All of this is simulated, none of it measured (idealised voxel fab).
The following is a process module called voxel capacitor over wiring.
Shown is cross-section cut, with a width of 155 nm and square cells of size 5 nm.
The cross-sections in this document take the form of a grid made of square cells. They are written out as bands, in order from top to bottom. Each band consists of one or more rows of cells. Basically the band line says how high the top is and how high the bottom is, in nm, and then what's in it from left to right, every material with its width in nm. Empty space shows up as "blank", and if a single material carries "full width" it runs the full band edge to edge. Ref level 0: as-received wafer is one material below here. Bottom band extends down with no lower bound ("0 and below"). Note: "30->40" means the width goes from the first number (top row of the band) to the second number (bottom row) in equal steps per row of cells. You'll sometimes find "no alteration" written for a step, and that's the way of saying that nowhere in the cross-section did a cell change during that step. In the "Enclosed void listing" entry, you get each enclosed empty space of 8 cells or more, one with no open way to the top, written width x height at distance, distance from the left edge, in nm. If you see something after the settings on a step's line, that's the simulator's own remark about that step. Regarding "overlay nm": on a step with a mask, it is the distance the mask lay to the right of its planned place; a negative value places it to the left.

Planned process steps:
1: RECEIVE,material Si
2: CONFORMAL_DEP,material SiO2,thk nm 10
3: CONFORMAL_DEP,material SiCN,thk nm 5
4: DIRECTIONAL_DEP,material SiO2,thk nm 20
5: DIRECTIONAL_DEP,material aC,thk nm 15
6: PATTERN,tone open,mask id METAL_1,material resist,width nm 30,pitch nm 90,thk nm 35,overlay nm 0
7: DIRECTIONAL_ETCH,etch materials aC,depth nm 15
8: STRIP,etch materials resist
9: DIRECTIONAL_ETCH,etch materials SiO2,depth nm 20
10: DIRECTIONAL_ETCH,etch materials SiCN,depth nm 5
11: STRIP,etch materials aC
12: CONFORMAL_DEP,material TiN,thk nm 5
13: FILL_DEP,material Ru,thk nm 10
14: CMP,height nm 35
15: CONFORMAL_DEP,material SiCN,thk nm 5
16: DIRECTIONAL_DEP,material SiO2,thk nm 20
17: PATTERN,tone open,mask id PLUG_1,material resist,width nm 15,thk nm 20,overlay nm 0
18: DIRECTIONAL_ETCH,etch materials SiO2,depth nm 20
19: DIRECTIONAL_ETCH,etch materials SiCN,depth nm 5
20: STRIP,etch materials resist
21: EPI,material Ru,thk nm 10
22: EPI,material Ru,thk nm 10
23: EPI,material Ru,thk nm 5
24: DIRECTIONAL_DEP,material TiN,thk nm 10
25: DIRECTIONAL_DEP,material Al2O3,thk nm 5
26: DIRECTIONAL_DEP,material TiN,thk nm 10
27: DIRECTIONAL_DEP,material aC,thk nm 15
28: PATTERN,tone cover,mask id UPPER_PLATE,material resist,width nm 65,thk nm 30,overlay nm 0
29: DIRECTIONAL_ETCH,etch materials aC,depth nm 15
30: STRIP,etch materials resist
31: DIRECTIONAL_ETCH,etch materials TiN,depth nm 10
32: DIRECTIONAL_ETCH,etch materials Al2O3,depth nm 5
33: STRIP,etch materials aC
34: DIRECTIONAL_DEP,material aC,thk nm 10
35: PATTERN,tone cover,mask id LOWER_PLATE,material resist,width nm 75,thk nm 30,overlay nm 0
36: DIRECTIONAL_ETCH,etch materials aC,depth nm 10
37: STRIP,etch materials resist
38: DIRECTIONAL_ETCH,etch materials TiN,depth nm 10
39: STRIP,etch materials aC
40: FILL_DEP,material SiO2,thk nm 15
41: CMP,height nm 95
42: DIRECTIONAL_DEP,material aC,thk nm 15
43: PATTERN,tone open,mask id PLUG_2,material resist,width nm 15,thk nm 35,overlay nm 0
44: DIRECTIONAL_ETCH,etch materials aC,depth nm 15
45: STRIP,etch materials resist
46: DIRECTIONAL_ETCH,etch materials SiO2,depth nm 10
47: STRIP,etch materials aC
48: CONFORMAL_DEP,material TiN,thk nm 5
49: FILL_DEP,material Ru,thk nm 10
50: CMP,height nm 95
51: CONFORMAL_DEP,material SiN,thk nm 5

Here's what the wafer looked like in cross-section when it arrived - that's after step 1:
> 0 and below | Si full width
> Enclosed void listing: none

First wafer of two, sectioned at end of module; run went per plan:
> 100 down to 95 | SiN full width
> 95 down to 90 | 40 nm SiO2 / 5 nm TiN / 5 nm Ru / 5 nm TiN / 100 nm SiO2
> 90 down to 85 | 40 nm SiO2 / 15 nm TiN / 100 nm SiO2
> 85 down to 75 | 30 nm SiO2 / 65 nm TiN / 60 nm SiO2
> 75 down to 70 | 30 nm SiO2 / 65 nm Al2O3 / 60 nm SiO2
> 70 down to 60 | 25 nm SiO2 / 75 nm TiN / 55 nm SiO2
> 60 down to 40 | 30 nm SiO2 / 15 nm Ru / 110 nm SiO2
> 40 down to 35 | 30 nm SiCN / 15 nm Ru / 110 nm SiCN
> 35 down to 15 | 15 nm SiO2 / 5 nm TiN / 20 nm Ru / 5 nm TiN / 60 nm SiO2 / 5 nm TiN / 20 nm Ru / 5 nm TiN / 20 nm SiO2
> 15 down to 10 | 15 nm SiCN / 30 nm TiN / 60 nm SiCN / 30 nm TiN / 20 nm SiCN
> 10 down to 0 | SiO2 full width
> 0 and below | Si full width
> Enclosed void listing: none

The second wafer, shown in cross-section after the module: started the same way as the first and given the same plan, yet one mistake crept into how it was run:
> 100 down to 95 | SiN full width
> 95 down to 90 | 35 nm SiO2 / 5 nm TiN / 5 nm Ru / 5 nm TiN / 105 nm SiO2
> 90 down to 85 | 35 nm SiO2 / 15 nm TiN / 105 nm SiO2
> 85 down to 75 | 30 nm SiO2 / 65 nm TiN / 60 nm SiO2
> 75 down to 70 | 30 nm SiO2 / 65 nm Al2O3 / 60 nm SiO2
> 70 down to 60 | 25 nm SiO2 / 75 nm TiN / 55 nm SiO2
> 60 down to 40 | 30 nm SiO2 / 15 nm Ru / 110 nm SiO2
> 40 down to 35 | 30 nm SiCN / 15 nm Ru / 110 nm SiCN
> 35 down to 15 | 15 nm SiO2 / 5 nm TiN / 20 nm Ru / 5 nm TiN / 60 nm SiO2 / 5 nm TiN / 20 nm Ru / 5 nm TiN / 20 nm SiO2
> 15 down to 10 | 15 nm SiCN / 30 nm TiN / 60 nm SiCN / 30 nm TiN / 20 nm SiCN
> 10 down to 0 | SiO2 full width
> 0 and below | Si full width
> Enclosed void listing: none
Want to know what went wrong? step 43, actual vs plan mismatch, actual run PATTERN,tone open,mask id PLUG_2,material resist,width nm 15,thk nm 35,overlay nm -5
End check, second vs first wafer: material counts in cells match, positions do not.
